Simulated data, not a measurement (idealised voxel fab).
process module | voxel self aligned vias
cross-section cut | 295 nm wide | cells 5 nm
A cross-section is a grid of square cells, given in bands from the top down. A band is one or more rows of cells.
Each band's line starts with the height of the band's top and of its bottom, in nm. Then come its materials from left to right, each with its width in nm. One material with "throughout" fills the band from edge to edge. "air" is empty space.
Height 0 is the level under which the wafer as received is all one material. The lowest band goes on downwards, as in "0 down".
A width such as "30 to 40" changes by the same amount from each row of cells to the next, from the band's top row to its bottom row.
"no change" after a step means that no cell of the cross-section changed.
closed voids: empty space of 8 cells or more with no open way to the top, each as width x height at its distance from the left edge, in nm
after a step's settings: what the simulator itself notes on the step
overlay nm, on a step with a mask: how far to the right of its planned place the mask lay; to the left if negative
plan
1 op RECEIVE | material Si
2 op CONFORMAL_DEP | material SiO2 | thk nm 15
3 op CONFORMAL_DEP | material SiCN | thk nm 5
4 op DIRECTIONAL_DEP | material lowk | thk nm 20
5 op PATTERN | tone open | mask id LINES | material resist | width nm 30 | pitch nm 55 | thk nm 15 | overlay nm 0
6 op DIRECTIONAL_ETCH | etch materials lowk | depth nm 20
7 op STRIP | etch materials resist
8 op CONFORMAL_DEP | material TiN | thk nm 5
9 op FILL_DEP | material W | thk nm 10
10 op CMP | height nm 40
11 op SELECTIVE_ETCH | etch materials W Ru TiN | depth nm 5
12 op FILL_DEP | material SiN | thk nm 5
13 op CMP | height nm 40
14 op DIRECTIONAL_DEP | material lowk | thk nm 15
15 op MASKED_ETCH | tone open | mask id VIAS | width nm 40 | pitch nm 110 | etch materials lowk | depth nm 15 | overlay nm 0
16 op MASKED_ETCH | tone open | mask id VIAS | width nm 40 | pitch nm 110 | etch materials SiN | depth nm 5 | overlay nm 0
17 op CONFORMAL_DEP | material TiN | thk nm 5
18 op FILL_DEP | material W | thk nm 5
19 op CMP | height nm 55
20 op CONFORMAL_DEP | material SiCN | thk nm 5
first wafer, as planned
as received, after step 1
  0 down: Si throughout
  closed voids: none
after step 2
  15 to 0: SiO2 throughout
  below 0: unchanged
after step 3
  20 to 15: SiCN throughout
  below 15: unchanged
after step 4
  40 to 20: lowk throughout
  below 20: unchanged
after step 5
  55 to 40: resist 75 | air 30 | resist 25 | air 30 | resist 25 | air 30 | resist 80
  below 40: unchanged
after step 6
  55 to 40: resist 75 | air 30 | resist 25 | air 30 | resist 25 | air 30 | resist 80
  40 to 20: lowk 75 | air 30 | lowk 25 | air 30 | lowk 25 | air 30 | lowk 80
  below 20: unchanged
after step 7
  40 to 20: lowk 75 | air 30 | lowk 25 | air 30 | lowk 25 | air 30 | lowk 80
  below 20: unchanged
after step 8
  45 to 40: TiN 80 | air 20 | TiN 35 | air 20 | TiN 35 | air 20 | TiN 85
  40 to 25: lowk 75 | TiN 5 | air 20 | TiN 5 | lowk 25 | TiN 5 | air 20 | TiN 5 | lowk 25 | TiN 5 | air 20 | TiN 5 | lowk 80
  25 to 20: lowk 75 | TiN 30 | lowk 25 | TiN 30 | lowk 25 | TiN 30 | lowk 80
  below 20: unchanged
after step 9
  55 to 45: W throughout
  45 to 40: TiN 80 | W 20 | TiN 35 | W 20 | TiN 35 | W 20 | TiN 85
  40 to 25: lowk 75 | TiN 5 | W 20 | TiN 5 | lowk 25 | TiN 5 | W 20 | TiN 5 | lowk 25 | TiN 5 | W 20 | TiN 5 | lowk 80
  below 25: unchanged
after step 10
  40 to 25: lowk 75 | TiN 5 | W 20 | TiN 5 | lowk 25 | TiN 5 | W 20 | TiN 5 | lowk 25 | TiN 5 | W 20 | TiN 5 | lowk 80
  below 25: unchanged
after step 11
  40 to 35: lowk 75 | air 30 | lowk 25 | air 30 | lowk 25 | air 30 | lowk 80
  below 35: unchanged
after step 12
  45 to 40: SiN throughout
  40 to 35: lowk 75 | SiN 30 | lowk 25 | SiN 30 | lowk 25 | SiN 30 | lowk 80
  below 35: unchanged
after step 13
  40 to 35: lowk 75 | SiN 30 | lowk 25 | SiN 30 | lowk 25 | SiN 30 | lowk 80
  below 35: unchanged
after step 14
  55 to 40: lowk throughout
  below 40: unchanged
after step 15
  55 to 40: lowk 70 | air 40 | lowk 70 | air 40 | lowk 75
  below 40: unchanged
after step 16
  55 to 40: lowk 70 | air 40 | lowk 70 | air 40 | lowk 75
  40 to 35: lowk 75 | air 30 | lowk 25 | SiN 30 | lowk 25 | air 30 | lowk 80
  below 35: unchanged
after step 17
  60 to 55: TiN 75 | air 30 | TiN 80 | air 30 | TiN 80
  55 to 45: lowk 70 | TiN 5 | air 30 | TiN 5 | lowk 70 | TiN 5 | air 30 | TiN 5 | lowk 75
  45 to 40: lowk 70 | TiN 10 | air 20 | TiN 10 | lowk 70 | TiN 10 | air 20 | TiN 10 | lowk 75
  40 to 35: lowk 75 | TiN 30 | lowk 25 | SiN 30 | lowk 25 | TiN 30 | lowk 80
  below 35: unchanged
after step 18
  65 to 60: W throughout
  60 to 55: TiN 75 | W 30 | TiN 80 | W 30 | TiN 80
  55 to 45: lowk 70 | TiN 5 | W 30 | TiN 5 | lowk 70 | TiN 5 | W 30 | TiN 5 | lowk 75
  45 to 40: lowk 70 | TiN 10 | W 20 | TiN 10 | lowk 70 | TiN 10 | W 20 | TiN 10 | lowk 75
  below 40: unchanged
after step 19
  55 to 45: lowk 70 | TiN 5 | W 30 | TiN 5 | lowk 70 | TiN 5 | W 30 | TiN 5 | lowk 75
  below 45: unchanged
after step 20
  60 to 55: SiCN throughout
  below 55: unchanged
second wafer: like start, like plan, one mistake. Through step 1 it matches the first wafer
when step 2 should have ended
  30 to 0: SiO2 throughout
  below 0: unchanged
when step 3 should have ended
  35 to 30: SiCN throughout
  below 30: unchanged
when step 4 should have ended
  55 to 35: lowk throughout
  below 35: unchanged
when step 5 should have ended
  70 to 55: resist 75 | air 30 | resist 25 | air 30 | resist 25 | air 30 | resist 80
  below 55: unchanged
when step 6 should have ended
  70 to 55: resist 75 | air 30 | resist 25 | air 30 | resist 25 | air 30 | resist 80
  55 to 35: lowk 75 | air 30 | lowk 25 | air 30 | lowk 25 | air 30 | lowk 80
  below 35: unchanged
when step 7 should have ended
  55 to 35: lowk 75 | air 30 | lowk 25 | air 30 | lowk 25 | air 30 | lowk 80
  below 35: unchanged
when step 8 should have ended
  60 to 55: TiN 80 | air 20 | TiN 35 | air 20 | TiN 35 | air 20 | TiN 85
  55 to 40: lowk 75 | TiN 5 | air 20 | TiN 5 | lowk 25 | TiN 5 | air 20 | TiN 5 | lowk 25 | TiN 5 | air 20 | TiN 5 | lowk 80
  40 to 35: lowk 75 | TiN 30 | lowk 25 | TiN 30 | lowk 25 | TiN 30 | lowk 80
  below 35: unchanged
when step 9 should have ended
  70 to 60: W throughout
  60 to 55: TiN 80 | W 20 | TiN 35 | W 20 | TiN 35 | W 20 | TiN 85
  55 to 40: lowk 75 | TiN 5 | W 20 | TiN 5 | lowk 25 | TiN 5 | W 20 | TiN 5 | lowk 25 | TiN 5 | W 20 | TiN 5 | lowk 80
  below 40: unchanged
when step 10 should have ended
  40 to 35: lowk 75 | TiN 30 | lowk 25 | TiN 30 | lowk 25 | TiN 30 | lowk 80
  below 35: unchanged
when step 11 should have ended
  40 to 35: lowk 75 | air 30 | lowk 25 | air 30 | lowk 25 | air 30 | lowk 80
  below 35: unchanged
when step 12 should have ended
  45 to 40: SiN throughout
  40 to 35: lowk 75 | SiN 30 | lowk 25 | SiN 30 | lowk 25 | SiN 30 | lowk 80
  below 35: unchanged
when step 13 should have ended
  40 to 35: lowk 75 | SiN 30 | lowk 25 | SiN 30 | lowk 25 | SiN 30 | lowk 80
  below 35: unchanged
when step 14 should have ended
  55 to 40: lowk throughout
  below 40: unchanged
when step 15 should have ended
  55 to 40: lowk 70 | air 40 | lowk 70 | air 40 | lowk 75
  below 40: unchanged
when step 16 should have ended
  55 to 40: lowk 70 | air 40 | lowk 70 | air 40 | lowk 75
  40 to 35: lowk 75 | air 30 | lowk 25 | SiN 30 | lowk 25 | air 30 | lowk 80
  below 35: unchanged
when step 17 should have ended
  60 to 55: TiN 75 | air 30 | TiN 80 | air 30 | TiN 80
  55 to 45: lowk 70 | TiN 5 | air 30 | TiN 5 | lowk 70 | TiN 5 | air 30 | TiN 5 | lowk 75
  45 to 40: lowk 70 | TiN 10 | air 20 | TiN 10 | lowk 70 | TiN 10 | air 20 | TiN 10 | lowk 75
  40 to 35: lowk 75 | TiN 30 | lowk 25 | SiN 30 | lowk 25 | TiN 30 | lowk 80
  below 35: unchanged
when step 18 should have ended
  65 to 60: W throughout
  60 to 55: TiN 75 | W 30 | TiN 80 | W 30 | TiN 80
  55 to 45: lowk 70 | TiN 5 | W 30 | TiN 5 | lowk 70 | TiN 5 | W 30 | TiN 5 | lowk 75
  45 to 40: lowk 70 | TiN 10 | W 20 | TiN 10 | lowk 70 | TiN 10 | W 20 | TiN 10 | lowk 75
  below 40: unchanged
when step 19 should have ended
  55 to 45: lowk 70 | TiN 5 | W 30 | TiN 5 | lowk 70 | TiN 5 | W 30 | TiN 5 | lowk 75
  below 45: unchanged
when step 20 should have ended
  60 to 55: SiCN throughout
  below 55: unchanged
what went wrong: step 2 was run twice
at the end the second wafer has, in cells: 177 more of SiO2 | 30 fewer of TiN | 24 fewer of W | 123 fewer of lowk
